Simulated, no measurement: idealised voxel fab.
Name of the process module below: voxel wiring stack
235 nm wide, 5 nm square cells: that's cross-section cut.
Cross-section layout: square cells on a grid; listed as bands, top to bottom; a band spans one or more cell rows.
What a band's entry tells you: where the top is and where the bottom is, as heights in nm, and after that what lies inside, material by material from left to right, each with its width in nm. Empty space is written as the word "empty", and a single material marked with the word "everywhere" occupies the band from edge to edge.
Height datum 0, below which the as-received substrate wafer is one material. Lowest band open at the bottom, running downward: "top 0, no bottom".
Top row gets the first number, bottom row gets the second, and each row in between changes by the same step: that is how a band width like "30..40" works.
Key: "left unchanged" - step with no changed cell in the cross-section.
What "Closed-off voids" gives you is every empty space of 8 cells or more that is cut off from the top. Each appears as width x height at distance, with the distance taken from the left edge and width, height and distance all in nm.
On a step's line, text after the settings is the simulator commenting on that step.
"overlay nm", when on a step's line for a step with a mask, measures how far to the right of its planned place the mask lay; a negative measure means to the left.
# Listed below are the process steps as planned
1) RECEIVE [material Si]
2) CONFORMAL_DEP [material SiO2] [thk nm 15]
3) CONFORMAL_DEP [material SiCN] [thk nm 5]
4) DIRECTIONAL_DEP [material SiO2] [thk nm 20]
5) PATTERN [tone open] [mask id METAL_1] [material resist] [width nm 20] [pitch nm 40] [thk nm 20] [overlay nm 0]
6) DIRECTIONAL_ETCH [etch materials SiO2] [depth nm 20]
7) DIRECTIONAL_ETCH [etch materials SiCN] [depth nm 5]
8) STRIP [etch materials resist]
9) CONFORMAL_DEP [material TiN] [thk nm 5]
10) FILL_DEP [material Ru] [thk nm 10]
11) CMP [height nm 40]
12) EPI [material Ru] [thk nm 5]
13) FILL_DEP [material SiCN] [thk nm 5]
14) DIRECTIONAL_DEP [material lowk] [thk nm 35]
15) DIRECTIONAL_DEP [material aC] [thk nm 10]
16) PATTERN [tone open] [mask id METAL_2] [material resist] [width nm 20] [pitch nm 40] [thk nm 25] [overlay nm 0]
17) DIRECTIONAL_ETCH [etch materials aC] [depth nm 10]
18) STRIP [etch materials resist]
19) DIRECTIONAL_ETCH [etch materials lowk] [depth nm 20]
20) STRIP [etch materials aC]
21) PATTERN [tone open] [mask id METAL_2_HOLES] [material resist] [width nm 15] [pitch nm 80] [thk nm 20] [overlay nm 0]
22) DIRECTIONAL_ETCH [etch materials lowk] [depth nm 15]
23) DIRECTIONAL_ETCH [etch materials SiCN] [depth nm 5]
24) STRIP [etch materials resist]
25) CONFORMAL_DEP [material TiN] [thk nm 5]
26) FILL_DEP [material Cu] [thk nm 5]
27) CMP [height nm 85]
28) CONFORMAL_DEP [material SiCN] [thk nm 5]
29) DIRECTIONAL_DEP [material lowk] [thk nm 10]
30) MASKED_ETCH [tone open] [mask id PLUG_2] [width nm 15] [pitch nm 40] [etch materials lowk] [depth nm 10] [overlay nm 0]
31) MASKED_ETCH [tone open] [mask id PLUG_2] [width nm 15] [pitch nm 40] [etch materials SiCN] [depth nm 5] [overlay nm 0]
32) CONFORMAL_DEP [material TiN] [thk nm 5]
33) FILL_DEP [material Ru] [thk nm 10]
34) CMP [height nm 100]
35) DIRECTIONAL_DEP [material TiN] [thk nm 5]
36) DIRECTIONAL_DEP [material Ru] [thk nm 15]
37) MASKED_ETCH [tone cover] [mask id METAL_3] [width nm 20] [pitch nm 40] [etch materials Ru] [depth nm 15] [overlay nm 0]
38) MASKED_ETCH [tone cover] [mask id METAL_3] [width nm 20] [pitch nm 40] [etch materials TiN] [depth nm 5] [overlay nm 0]
39) FILL_DEP [material SiO2] [thk nm 10]
40) CMP [height nm 120]
41) CONFORMAL_DEP [material SiCN] [thk nm 5]
42) DIRECTIONAL_DEP [material lowk] [thk nm 10]
43) DIRECTIONAL_DEP [material aC] [thk nm 15]
44) PATTERN [tone open] [mask id PLUG_3] [material resist] [width nm 15] [pitch nm 80] [thk nm 35] [overlay nm 0]
45) DIRECTIONAL_ETCH [etch materials aC] [depth nm 15]
46) STRIP [etch materials resist]
47) DIRECTIONAL_ETCH [etch materials lowk] [depth nm 10]
48) DIRECTIONAL_ETCH [etch materials SiCN] [depth nm 5]
49) STRIP [etch materials aC]
50) CONFORMAL_DEP [material TiN] [thk nm 5]
51) FILL_DEP [material Ru] [thk nm 10]
52) CMP [height nm 135]
53) CONFORMAL_DEP [material SiCN] [thk nm 5]
54) DIRECTIONAL_DEP [material SiO2] [thk nm 15]
55) PATTERN [tone open] [mask id METAL_4] [material resist] [width nm 20] [pitch nm 40] [thk nm 15] [overlay nm 0]
56) DIRECTIONAL_ETCH [etch materials SiO2] [depth nm 15]
57) DIRECTIONAL_ETCH [etch materials SiCN] [depth nm 5]
58) STRIP [etch materials resist]
59) CONFORMAL_DEP [material TiN] [thk nm 5]
60) FILL_DEP [material Cu] [thk nm 5]
61) CMP [height nm 155]
62) CONFORMAL_DEP [material SiN] [thk nm 5]
# Step 1 complete: cross-section of the wafer as received
    top 0, no bottom | Si everywhere
    Closed-off voids: none
# The module was run from the start shown above using the plan shown above, but one mistake was made doing it; the resulting wafer cross-section is below
    top 160, bottom 155 | SiN everywhere
    top 155, bottom 140 | SiO2 45 nm  TiN 5 nm  Cu 10 nm  TiN 5 nm  SiO2 20 nm  TiN 5 nm  Cu 10 nm  TiN 5 nm  SiO2 20 nm  TiN 5 nm  Cu 10 nm  TiN 5 nm  SiO2 20 nm  TiN 5 nm  Cu 10 nm  TiN 5 nm  SiO2 50 nm
    top 140, bottom 135 | SiCN 45 nm  TiN 20 nm  SiCN 20 nm  TiN 20 nm  SiCN 20 nm  TiN 20 nm  SiCN 20 nm  TiN 20 nm  SiCN 50 nm
    top 135, bottom 125 | lowk 45 nm  TiN 5 nm  Ru 5 nm  TiN 5 nm  lowk 65 nm  TiN 5 nm  Ru 5 nm  TiN 5 nm  lowk 95 nm
    top 125, bottom 120 | SiCN 45 nm  TiN 15 nm  SiCN 65 nm  TiN 15 nm  SiCN 95 nm
    top 120, bottom 105 | SiO2 45 nm  Ru 20 nm  SiO2 20 nm  Ru 20 nm  SiO2 20 nm  Ru 20 nm  SiO2 20 nm  Ru 20 nm  SiO2 50 nm
    top 105, bottom 100 | SiO2 45 nm  TiN 20 nm  SiO2 20 nm  TiN 20 nm  SiO2 20 nm  TiN 20 nm  SiO2 20 nm  TiN 20 nm  SiO2 50 nm
    top 100, bottom 90 | lowk 45 nm  TiN 5 nm  Ru 5 nm  TiN 5 nm  lowk 25 nm  TiN 5 nm  Ru 5 nm  TiN 5 nm  lowk 25 nm  TiN 5 nm  Ru 5 nm  TiN 5 nm  lowk 25 nm  TiN 5 nm  Ru 5 nm  TiN 5 nm  lowk 55 nm
    top 90, bottom 85 | SiCN 45 nm  TiN 15 nm  SiCN 25 nm  TiN 15 nm  SiCN 25 nm  TiN 15 nm  SiCN 25 nm  TiN 15 nm  SiCN 55 nm
    top 85, bottom 70 | lowk 45 nm  SiN 5 nm  Cu 10 nm  SiN 5 nm  lowk 20 nm  SiN 5 nm  Cu 10 nm  SiN 5 nm  lowk 20 nm  SiN 5 nm  Cu 10 nm  SiN 5 nm  lowk 20 nm  SiN 5 nm  Cu 10 nm  SiN 5 nm  lowk 50 nm
    top 70, bottom 65 | lowk 45 nm  SiN 5 nm  Cu 5 nm  SiN 10 nm  lowk 20 nm  SiN 20 nm  lowk 20 nm  SiN 5 nm  Cu 5 nm  SiN 10 nm  lowk 20 nm  SiN 20 nm  lowk 50 nm
    top 65, bottom 50 | lowk 45 nm  SiN 5 nm  Cu 5 nm  SiN 5 nm  lowk 65 nm  SiN 5 nm  Cu 5 nm  SiN 5 nm  lowk 95 nm
    top 50, bottom 45 | SiCN 45 nm  SiN 15 nm  SiCN 65 nm  SiN 15 nm  SiCN 95 nm
    top 45, bottom 40 | SiCN 40 nm  Ru 30 nm  SiCN 10 nm  Ru 30 nm  SiCN 10 nm  Ru 30 nm  SiCN 10 nm  Ru 30 nm  SiCN 45 nm
    top 40, bottom 20 | SiO2 45 nm  TiN 5 nm  Ru 10 nm  TiN 5 nm  SiO2 20 nm  TiN 5 nm  Ru 10 nm  TiN 5 nm  SiO2 20 nm  TiN 5 nm  Ru 10 nm  TiN 5 nm  SiO2 20 nm  TiN 5 nm  Ru 10 nm  TiN 5 nm  SiO2 50 nm
    top 20, bottom 15 | SiCN 45 nm  TiN 20 nm  SiCN 20 nm  TiN 20 nm  SiCN 20 nm  TiN 20 nm  SiCN 20 nm  TiN 20 nm  SiCN 50 nm
    top 15, bottom 0 | SiO2 everywhere
    top 0, no bottom | Si everywhere
    Closed-off voids: none
Run error: step 25 ran with different settings than intended, the actual operation and settings being CONFORMAL_DEP [material SiN] [thk nm 5]
